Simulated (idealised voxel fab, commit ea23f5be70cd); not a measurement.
This section sets out a process module, namely voxel ribs on slabs.
Shown is cross-section cut, with a width of 215 nm and square cells of size 5 nm.
When this document writes out a cross-section, it uses a grid of square cells and lists it as bands, beginning at the top and moving down, with a band standing for one or more rows of cells.
The entry gives the band's vertical extent as a top height and a bottom height in nm, then its horizontal make-up as materials from left to right, each with a width in nm. "blank" stands for empty space; a single material marked "all across" fills the band edge to edge.
Beneath 0, the wafer as received is one material, and that level is where height counting begins. The lowest band goes on downward without a bottom; it is written like "0 nm and below".
Top row gets the first number, bottom row gets the second, and each row in between changes by the same step: that is how a band width like "30..40" works.
Reading "nothing was modified" for a step: not a cell of the cross-section changed in it.
The list in "Encapsulated voids" covers empty spaces of 8 cells or more that cannot reach the top through any open way, and it gives each as width x height at distance; the distance is from the left edge, and width, height and distance are in nm.
Formally, on a step line, whatever follows the settings is a remark that the simulator itself makes on the step.
overlay nm: mask right of planned place by this much (step with mask). Neg. = left.
THE PLANNED PROCESS STEPS ARE ENUMERATED HEREUNDER
1 RECEIVE, material Si
2 DIRECTIONAL_DEP, material SiO2, thk nm 25
3 DIRECTIONAL_DEP, material SiN, thk nm 15
4 PATTERN, tone cover, mask id RIB, material resist, width nm 25, thk nm 15, overlay nm 0
5 DIRECTIONAL_ETCH, etch materials SiN, depth nm 5
6 STRIP, etch materials resist
7 PATTERN, tone cover, mask id SLAB, material resist, width nm 55, thk nm 15, overlay nm 0
8 DIRECTIONAL_ETCH, etch materials SiN, depth nm 10
9 STRIP, etch materials resist
10 FILL_DEP, material SiO2, thk nm 25
11 CMP, height nm 60
12 DIRECTIONAL_DEP, material TiN, thk nm 10
13 DIRECTIONAL_DEP, material aC, thk nm 15
14 PATTERN, tone cover, mask id HEATER, material resist, width nm 35, thk nm 35, overlay nm 0
15 DIRECTIONAL_ETCH, etch materials aC, depth nm 15
16 STRIP, etch materials resist
17 DIRECTIONAL_ETCH, etch materials TiN, depth nm 10
18 STRIP, etch materials aC
19 CONFORMAL_DEP, material SiO2, thk nm 10
FIRST OF TWO WAFERS - AS PLANNED
WAFER AT RECEIPT (POST STEP 1), CROSS-SECTION
> 0 nm and below | Si all across
> Encapsulated voids: none
THE FOLLOWING CROSS-SECTION DEPICTS THE WAFER UPON COMPLETION OF STEP 2
> 25 nm to 0 nm | SiO2 all across
> Heights below 0 show no change.
THE FOLLOWING CROSS-SECTION DEPICTS THE WAFER UPON COMPLETION OF STEP 3
> 40 nm to 25 nm | SiN all across
> Heights below 25 show no change.
THE FOLLOWING CROSS-SECTION DEPICTS THE WAFER UPON COMPLETION OF STEP 4
> 55 nm to 40 nm | blank=95, then resist=25, then blank=95
> Heights below 40 show no change.
THE FOLLOWING CROSS-SECTION DEPICTS THE WAFER UPON COMPLETION OF STEP 5
> 55 nm to 40 nm | blank=95, then resist=25, then blank=95
> 40 nm to 35 nm | blank=95, then SiN=25, then blank=95
> Heights below 35 show no change.
THE FOLLOWING CROSS-SECTION DEPICTS THE WAFER UPON COMPLETION OF STEP 6
> 40 nm to 35 nm | blank=95, then SiN=25, then blank=95
> Heights below 35 show no change.
THE FOLLOWING CROSS-SECTION DEPICTS THE WAFER UPON COMPLETION OF STEP 7
> 55 nm to 40 nm | blank=80, then resist=55, then blank=80
> 40 nm to 35 nm | blank=80, then resist=15, then SiN=25, then resist=15, then blank=80
> Heights below 35 show no change.
THE FOLLOWING CROSS-SECTION DEPICTS THE WAFER UPON COMPLETION OF STEP 8
> 55 nm to 40 nm | blank=80, then resist=55, then blank=80
> 40 nm to 35 nm | blank=80, then resist=15, then SiN=25, then resist=15, then blank=80
> 35 nm to 25 nm | blank=80, then SiN=55, then blank=80
> Heights below 25 show no change.
THE FOLLOWING CROSS-SECTION DEPICTS THE WAFER UPON COMPLETION OF STEP 9
> 40 nm to 35 nm | blank=95, then SiN=25, then blank=95
> Heights below 35 show no change.
THE FOLLOWING CROSS-SECTION DEPICTS THE WAFER UPON COMPLETION OF STEP 10
> 65 nm to 40 nm | SiO2 all across
> 40 nm to 35 nm | SiO2=95, then SiN=25, then SiO2=95
> 35 nm to 25 nm | SiO2=80, then SiN=55, then SiO2=80
> Heights below 25 show no change.
THE FOLLOWING CROSS-SECTION DEPICTS THE WAFER UPON COMPLETION OF STEP 11
> 60 nm to 40 nm | SiO2 all across
> Heights below 40 show no change.
THE FOLLOWING CROSS-SECTION DEPICTS THE WAFER UPON COMPLETION OF STEP 12
> 70 nm to 60 nm | TiN all across
> Heights below 60 show no change.
THE FOLLOWING CROSS-SECTION DEPICTS THE WAFER UPON COMPLETION OF STEP 13
> 85 nm to 70 nm | aC all across
> Heights below 70 show no change.
THE FOLLOWING CROSS-SECTION DEPICTS THE WAFER UPON COMPLETION OF STEP 14
> 120 nm to 85 nm | blank=90, then resist=35, then blank=90
> Heights below 85 show no change.
THE FOLLOWING CROSS-SECTION DEPICTS THE WAFER UPON COMPLETION OF STEP 15
> 105 nm to 85 nm | blank=90, then resist=35, then blank=90
> 85 nm to 70 nm | blank=90, then aC=35, then blank=90
> Heights below 70 show no change.
THE FOLLOWING CROSS-SECTION DEPICTS THE WAFER UPON COMPLETION OF STEP 16
> 85 nm to 70 nm | blank=90, then aC=35, then blank=90
> Heights below 70 show no change.
THE FOLLOWING CROSS-SECTION DEPICTS THE WAFER UPON COMPLETION OF STEP 17
> 85 nm to 70 nm | blank=90, then aC=35, then blank=90
> 70 nm to 60 nm | blank=90, then TiN=35, then blank=90
> Heights below 60 show no change.
THE FOLLOWING CROSS-SECTION DEPICTS THE WAFER UPON COMPLETION OF STEP 18
> 70 nm to 60 nm | blank=90, then TiN=35, then blank=90
> Heights below 60 show no change.
THE FOLLOWING CROSS-SECTION DEPICTS THE WAFER UPON COMPLETION OF STEP 19
> 80 nm to 70 nm | blank=80, then SiO2=55, then blank=80
> 70 nm to 60 nm | SiO2=90, then TiN=35, then SiO2=90
> Heights below 60 show no change.
WAFER TWO OF TWO - SAME STARTING POINT, SAME PROCESS PLAN, ONE MISTAKE IN EXECUTION; MATCHES WAFER ONE UP TO AND INCLUDING STEP 18
Second wafer, cut view, end of step 19 per plan: nothing was modified
What went wrong in running the wafer? the run left out plan step 19 entirely, so it was never executed
Heads up, by the end the second wafer has more or fewer cells of some materials compared to the first: 94 fewer of SiO2
